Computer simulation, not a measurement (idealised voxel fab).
Presented below is a process module, voxel wiring stack.
Cross-section cut: width 235 nm, square cells of 5 nm.
Think of the cross-section as a grid of square cells. We describe it in bands, top to bottom, and each band covers one or more rows of those cells.
Heads up on the band format: heights come first, top then bottom, in nm. After that it's the materials left to right, each with its width in nm. A single material flagged "all across" fills the whole band edge to edge, and "air" means there's empty space there.
Heads up on the height convention: 0 is the point under which the incoming wafer is all one material, and the lowest band has no bottom, it just keeps going down, like "0 nm and below".
Width: "30->40" (first number = top row, second number = bottom row, same change from row to row of cells).
Take "no modifications" at face value: in the step it is given for, the cross-section changed in none of its cells.
Empty spaces without an open route to the top, at least 8 cells in extent, make up the entry "closed voids"; each is given as width x height at distance, where the distance is measured from the left edge, and all are in nm.
Past the settings on a step's line: simulator remark, on that step.
"overlay nm" answers the question of how far to the right of plan the mask lay on a step that has a mask, and when it is negative the answer is to the left.

### Planned step list for the process
- 1: RECEIVE: material Si
- 2: CONFORMAL_DEP: material SiO2, thk nm 10
- 3: DIRECTIONAL_DEP: material TiN, thk nm 5
- 4: DIRECTIONAL_DEP: material W, thk nm 20
- 5: PATTERN: tone cover, mask id METAL_1, material resist, width nm 20, pitch nm 40, thk nm 20, overlay nm 0
- 6: DIRECTIONAL_ETCH: etch materials W, depth nm 20
- 7: DIRECTIONAL_ETCH: etch materials TiN, depth nm 5
- 8: STRIP: etch materials resist
- 9: FILL_DEP: material lowk, thk nm 5
- 10: CMP: height nm 35
- 11: CONFORMAL_DEP: material SiCN, thk nm 5
- 12: DIRECTIONAL_DEP: material lowk, thk nm 30
- 13: PATTERN: tone open, mask id METAL_2, material resist, width nm 20, pitch nm 40, thk nm 20, overlay nm 0
- 14: DIRECTIONAL_ETCH: etch materials lowk, depth nm 20
- 15: STRIP: etch materials resist
- 16: MASKED_ETCH: tone open, mask id METAL_2_HOLES, width nm 15, etch materials lowk, depth nm 10, overlay nm 0
- 17: MASKED_ETCH: tone open, mask id METAL_2_HOLES, width nm 15, etch materials SiCN, depth nm 5, overlay nm 0
- 18: CONFORMAL_DEP: material TiN, thk nm 5
- 19: FILL_DEP: material Cu, thk nm 5
- 20: CMP: height nm 70
- 21: CONFORMAL_DEP: material SiCN, thk nm 5
- 22: DIRECTIONAL_DEP: material lowk, thk nm 35
- 23: DIRECTIONAL_DEP: material aC, thk nm 10
- 24: PATTERN: tone open, mask id METAL_3, material resist, width nm 20, pitch nm 40, thk nm 30, overlay nm 0
- 25: DIRECTIONAL_ETCH: etch materials aC, depth nm 10
- 26: STRIP: etch materials resist
- 27: DIRECTIONAL_ETCH: etch materials lowk, depth nm 20
- 28: STRIP: etch materials aC
- 29: DIRECTIONAL_DEP: material aC, thk nm 15
- 30: PATTERN: tone open, mask id METAL_3_HOLES, material resist, width nm 15, thk nm 35, overlay nm 0
- 31: DIRECTIONAL_ETCH: etch materials aC, depth nm 15
- 32: STRIP: etch materials resist
- 33: DIRECTIONAL_ETCH: etch materials lowk, depth nm 15
- 34: DIRECTIONAL_ETCH: etch materials SiCN, depth nm 5
- 35: STRIP: etch materials aC
- 36: CONFORMAL_DEP: material TiN, thk nm 5
- 37: FILL_DEP: material Cu, thk nm 5
- 38: CMP: height nm 110
- 39: CONFORMAL_DEP: material SiCN, thk nm 5
- 40: DIRECTIONAL_DEP: material lowk, thk nm 10
- 41: MASKED_ETCH: tone open, mask id PLUG_3, width nm 15, pitch nm 40, etch materials lowk, depth nm 10, overlay nm 0
- 42: MASKED_ETCH: tone open, mask id PLUG_3, width nm 15, pitch nm 40, etch materials SiCN, depth nm 5, overlay nm 0
- 43: EPI: material Ru, thk nm 10
- 44: EPI: material Ru, thk nm 5
- 45: CONFORMAL_DEP: material SiN, thk nm 5
- 46: DIRECTIONAL_DEP: material lowk, thk nm 20
- 47: MASKED_ETCH: tone open, mask id METAL_4, width nm 20, pitch nm 40, etch materials lowk, depth nm 20, overlay nm 0
- 48: MASKED_ETCH: tone open, mask id METAL_4, width nm 20, pitch nm 40, etch materials SiN, depth nm 5, overlay nm 0
- 49: CONFORMAL_DEP: material TiN, thk nm 5
- 50: FILL_DEP: material Ru, thk nm 5
- 51: CMP: height nm 150
- 52: EPI: material Ru, thk nm 5
- 53: FILL_DEP: material SiCN, thk nm 5
The plan's step 53 thk nm is the first wafer's value; the wafers differ in this setting and start identical.

### Cross-section, first of several wafers, as delivered after step 1
    0 nm and below  Si all across
    closed voids: none

### Module finished, last step 53 done: cross-section of the first of several wafers
    160 nm to 155 nm  SiCN all across
    155 nm to 150 nm  SiCN (80), Ru (30), SiCN (10), Ru (30), SiCN (85)
    150 nm to 130 nm  lowk (85), TiN (5), Ru (10), TiN (5), lowk (20), TiN (5), Ru (10), TiN (5), lowk (90)
    130 nm to 125 nm  SiN (85), TiN (20), SiN (20), TiN (20), SiN (90)
    125 nm to 115 nm  lowk (85), Ru (15), lowk (25), Ru (15), lowk (95)
    115 nm to 110 nm  SiCN (85), Ru (15), SiCN (25), Ru (15), SiCN (95)
    110 nm to 95 nm  lowk (85), TiN (5), Cu (10), TiN (5), lowk (20), TiN (5), Cu (10), TiN (5), lowk (90)
    95 nm to 90 nm  lowk (85), TiN (5), Cu (5), TiN (10), lowk (20), TiN (20), lowk (90)
    90 nm to 75 nm  lowk (85), TiN (5), Cu (5), TiN (5), lowk (135)
    75 nm to 70 nm  SiCN (85), TiN (15), SiCN (135)
    70 nm to 55 nm  lowk (85), TiN (5), Cu (10), TiN (5), lowk (20), TiN (5), Cu (10), TiN (5), lowk (90)
    55 nm to 50 nm  lowk (85), TiN (5), Cu (5), TiN (10), lowk (20), TiN (20), lowk (90)
    50 nm to 40 nm  lowk (85), TiN (5), Cu (5), TiN (5), lowk (135)
    40 nm to 35 nm  SiCN (85), TiN (15), SiCN (135)
    35 nm to 15 nm  lowk (85), W (20), lowk (20), W (20), lowk (90)
    15 nm to 10 nm  lowk (85), TiN (20), lowk (20), TiN (20), lowk (90)
    10 nm to 0 nm  SiO2 all across
    0 nm and below  Si all across
    closed voids: none

### Cross-sectional depiction of the last of several wafers upon completion of the module
    175 nm to 155 nm  SiCN all across
    155 nm to 150 nm  SiCN (80), Ru (30), SiCN (10), Ru (30), SiCN (85)
    150 nm to 130 nm  lowk (85), TiN (5), Ru (10), TiN (5), lowk (20), TiN (5), Ru (10), TiN (5), lowk (90)
    130 nm to 125 nm  SiN (85), TiN (20), SiN (20), TiN (20), SiN (90)
    125 nm to 115 nm  lowk (85), Ru (15), lowk (25), Ru (15), lowk (95)
    115 nm to 110 nm  SiCN (85), Ru (15), SiCN (25), Ru (15), SiCN (95)
    110 nm to 95 nm  lowk (85), TiN (5), Cu (10), TiN (5), lowk (20), TiN (5), Cu (10), TiN (5), lowk (90)
    95 nm to 90 nm  lowk (85), TiN (5), Cu (5), TiN (10), lowk (20), TiN (20), lowk (90)
    90 nm to 75 nm  lowk (85), TiN (5), Cu (5), TiN (5), lowk (135)
    75 nm to 70 nm  SiCN (85), TiN (15), SiCN (135)
    70 nm to 55 nm  lowk (85), TiN (5), Cu (10), TiN (5), lowk (20), TiN (5), Cu (10), TiN (5), lowk (90)
    55 nm to 50 nm  lowk (85), TiN (5), Cu (5), TiN (10), lowk (20), TiN (20), lowk (90)
    50 nm to 40 nm  lowk (85), TiN (5), Cu (5), TiN (5), lowk (135)
    40 nm to 35 nm  SiCN (85), TiN (15), SiCN (135)
    35 nm to 15 nm  lowk (85), W (20), lowk (20), W (20), lowk (90)
    15 nm to 10 nm  lowk (85), TiN (20), lowk (20), TiN (20), lowk (90)
    10 nm to 0 nm  SiO2 all across
    0 nm and below  Si all across
    closed voids: none

### Wafer rows, end of module: cells per material gained (+) or lost (-) since receipt; closed voids last
thk nm 5 | +31 Cu | +46 Ru | +211 SiCN | +39 SiN | +94 SiO2 | +86 TiN | +32 W | +965 lowk | closed voids: none
thk nm 10 | +31 Cu | +46 Ru | +258 SiCN | +39 SiN | +94 SiO2 | +86 TiN | +32 W | +965 lowk | closed voids: none
thk nm 15 | +31 Cu | +46 Ru | +305 SiCN | +39 SiN | +94 SiO2 | +86 TiN | +32 W | +965 lowk | closed voids: none
thk nm 20 | +31 Cu | +46 Ru | +352 SiCN | +39 SiN | +94 SiO2 | +86 TiN | +32 W | +965 lowk | closed voids: none
